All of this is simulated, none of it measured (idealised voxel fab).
Module name: voxel self aligned vias (process module)
Square cells of 5 nm make up the cross-section cut, whose width is 205 nm.
When this document writes out a cross-section, it uses a grid of square cells and lists it as bands, beginning at the top and moving down, with a band standing for one or more rows of cells. This entry defines a band. It first specifies the height of the band's top and the height of its bottom in nm, and then specifies the band's materials from left to right, stating each material with its width in nm. The word "throughout" identifies a single material that fills the band from edge to edge, while the word "air" identifies empty space. All heights in this document are referenced to 0, defined as the level beneath which the wafer, as received, consists entirely of one material. The lowest band is not bounded below; it extends indefinitely downward and is written in the form "0 -> down". The two numbers in a width such as "30 to 40" mark its ends across the band: the first belongs to the top row of cells, the second to the bottom row, and from each row to the next the width moves by the same amount. For the purposes of this document, the phrase "no alteration" attached to a step denotes that no cell within the cross-section was modified by that step. "Closed void table" means: voids of 8 cells or more that are shut off from the top with no open way through. Written width x height at distance, distance from the left edge, in nm. That trailing text on a step's line, after the settings, is the simulator's own remark on the step. The optional step-line setting "overlay nm" applies to steps with a mask and quantifies how far to the right of its planned location the mask lay, a negative value indicating leftward placement.
-- Listed below are the process steps as planned
1 RECEIVE | material Si
2 CONFORMAL_DEP | material SiO2 | thk nm 10
3 CONFORMAL_DEP | material SiCN | thk nm 5
4 DIRECTIONAL_DEP | material lowk | thk nm 30
5 MASKED_ETCH | tone open | mask id LINES | width nm 20 | pitch nm 50 | etch materials lowk | depth nm 30 | overlay nm 0
6 CONFORMAL_DEP | material TiN | thk nm 5
7 FILL_DEP | material W | thk nm 10
8 CMP | height nm 45
9 SELECTIVE_ETCH | etch materials W Ru TiN | depth nm 5
10 FILL_DEP | material SiN | thk nm 10
11 CMP | height nm 45
12 DIRECTIONAL_DEP | material lowk | thk nm 20
13 MASKED_ETCH | tone open | mask id VIAS | width nm 30 | pitch nm 50 | etch materials lowk | depth nm 20 | overlay nm 0
14 MASKED_ETCH | tone open | mask id VIAS | width nm 30 | pitch nm 50 | etch materials SiN | depth nm 5 | overlay nm 0
15 CONFORMAL_DEP | material TiN | thk nm 5
16 FILL_DEP | material Cu | thk nm 10
17 CMP | height nm 65
18 CONFORMAL_DEP | material SiN | thk nm 5
-- Of two wafers, the first: run according to plan
-- Delivered wafer in cross-section: state after step 1
  0 -> down  Si throughout
  Closed void table: none
-- Upon completion of step 2, the wafer appears in cross-section as shown
  10 -> 0  SiO2 throughout
  Unchanged below 0.
-- Upon completion of step 3, the wafer appears in cross-section as shown
  15 -> 10  SiCN throughout
  Unchanged below 10.
-- Upon completion of step 4, the wafer appears in cross-section as shown
  45 -> 15  lowk throughout
  Unchanged below 15.
-- Upon completion of step 5, the wafer appears in cross-section as shown
  45 -> 15  lowk=65 | air=20 | lowk=30 | air=20 | lowk=70
  Unchanged below 15.
-- Upon completion of step 6, the wafer appears in cross-section as shown
  50 -> 45  TiN=70 | air=10 | TiN=40 | air=10 | TiN=75
  45 -> 20  lowk=65 | TiN=5 | air=10 | TiN=5 | lowk=30 | TiN=5 | air=10 | TiN=5 | lowk=70
  20 -> 15  lowk=65 | TiN=20 | lowk=30 | TiN=20 | lowk=70
  Unchanged below 15.
-- Upon completion of step 7, the wafer appears in cross-section as shown
  60 -> 50  W throughout
  50 -> 45  TiN=70 | W=10 | TiN=40 | W=10 | TiN=75
  45 -> 20  lowk=65 | TiN=5 | W=10 | TiN=5 | lowk=30 | TiN=5 | W=10 | TiN=5 | lowk=70
  Unchanged below 20.
-- Upon completion of step 8, the wafer appears in cross-section as shown
  45 -> 20  lowk=65 | TiN=5 | W=10 | TiN=5 | lowk=30 | TiN=5 | W=10 | TiN=5 | lowk=70
  Unchanged below 20.
-- Upon completion of step 9, the wafer appears in cross-section as shown
  45 -> 40  lowk=65 | air=20 | lowk=30 | air=20 | lowk=70
  Unchanged below 40.
-- Upon completion of step 10, the wafer appears in cross-section as shown
  55 -> 45  SiN throughout
  45 -> 40  lowk=65 | SiN=20 | lowk=30 | SiN=20 | lowk=70
  Unchanged below 40.
-- Upon completion of step 11, the wafer appears in cross-section as shown
  45 -> 40  lowk=65 | SiN=20 | lowk=30 | SiN=20 | lowk=70
  Unchanged below 40.
-- Upon completion of step 12, the wafer appears in cross-section as shown
  65 -> 45  lowk throughout
  Unchanged below 45.
-- Upon completion of step 13, the wafer appears in cross-section as shown
  65 -> 45  lowk=60 | air=30 | lowk=20 | air=30 | lowk=65
  Unchanged below 45.
-- Upon completion of step 14, the wafer appears in cross-section as shown
  65 -> 45  lowk=60 | air=30 | lowk=20 | air=30 | lowk=65
  45 -> 40  lowk=65 | air=20 | lowk=30 | air=20 | lowk=70
  Unchanged below 40.
-- Upon completion of step 15, the wafer appears in cross-section as shown
  70 -> 65  TiN=65 | air=20 | TiN=30 | air=20 | TiN=70
  65 -> 50  lowk=60 | TiN=5 | air=20 | TiN=5 | lowk=20 | TiN=5 | air=20 | TiN=5 | lowk=65
  50 -> 45  lowk=60 | TiN=10 | air=10 | TiN=10 | lowk=20 | TiN=10 | air=10 | TiN=10 | lowk=65
  45 -> 40  lowk=65 | TiN=20 | lowk=30 | TiN=20 | lowk=70
  Unchanged below 40.
-- Upon completion of step 16, the wafer appears in cross-section as shown
  80 -> 70  Cu throughout
  70 -> 65  TiN=65 | Cu=20 | TiN=30 | Cu=20 | TiN=70
  65 -> 50  lowk=60 | TiN=5 | Cu=20 | TiN=5 | lowk=20 | TiN=5 | Cu=20 | TiN=5 | lowk=65
  50 -> 45  lowk=60 | TiN=10 | Cu=10 | TiN=10 | lowk=20 | TiN=10 | Cu=10 | TiN=10 | lowk=65
  Unchanged below 45.
-- Upon completion of step 17, the wafer appears in cross-section as shown
  65 -> 50  lowk=60 | TiN=5 | Cu=20 | TiN=5 | lowk=20 | TiN=5 | Cu=20 | TiN=5 | lowk=65
  Unchanged below 50.
-- Upon completion of step 18, the wafer appears in cross-section as shown
  70 -> 65  SiN throughout
  Unchanged below 65.
-- Second wafer. Start and plan as for the first. One mistake made in running. Agrees with the first up to and including step 13
-- The second wafer cut through, at the time step 14 was supposed to be finished
  65 -> 45  lowk=60 | air=30 | lowk=20 | air=30 | lowk=65
  45 -> 40  lowk=65 | air=15 | SiN=5 | lowk=30 | air=15 | SiN=5 | lowk=70
  Unchanged below 40.
-- The second wafer cut through, at the time step 15 was supposed to be finished
  70 -> 65  TiN=65 | air=20 | TiN=30 | air=20 | TiN=70
  65 -> 50  lowk=60 | TiN=5 | air=20 | TiN=5 | lowk=20 | TiN=5 | air=20 | TiN=5 | lowk=65
  50 -> 45  lowk=60 | TiN=10 | air=5 | TiN=15 | lowk=20 | TiN=10 | air=5 | TiN=15 | lowk=65
  45 -> 40  lowk=65 | TiN=15 | SiN=5 | lowk=30 | TiN=15 | SiN=5 | lowk=70
  Unchanged below 40.
-- The second wafer cut through, at the time step 16 was supposed to be finished
  80 -> 70  Cu throughout
  70 -> 65  TiN=65 | Cu=20 | TiN=30 | Cu=20 | TiN=70
  65 -> 50  lowk=60 | TiN=5 | Cu=20 | TiN=5 | lowk=20 | TiN=5 | Cu=20 | TiN=5 | lowk=65
  50 -> 45  lowk=60 | TiN=10 | Cu=5 | TiN=15 | lowk=20 | TiN=10 | Cu=5 | TiN=15 | lowk=65
  Unchanged below 45.
-- The second wafer cut through, at the time step 17 was supposed to be finished
  65 -> 50  lowk=60 | TiN=5 | Cu=20 | TiN=5 | lowk=20 | TiN=5 | Cu=20 | TiN=5 | lowk=65
  Unchanged below 50.
-- The second wafer cut through, at the time step 18 was supposed to be finished
  70 -> 65  SiN throughout
  Unchanged below 65.
Where did the run depart from the plan? step 14 changed vs plan, executed as MASKED_ETCH | tone open | mask id VIAS | width nm 30 | pitch nm 50 | etch materials SiN | depth nm 5 | overlay nm -10
Counted in cells at the end, the second wafer holds more or fewer of these materials than the first: -2 Cu | +2 SiN
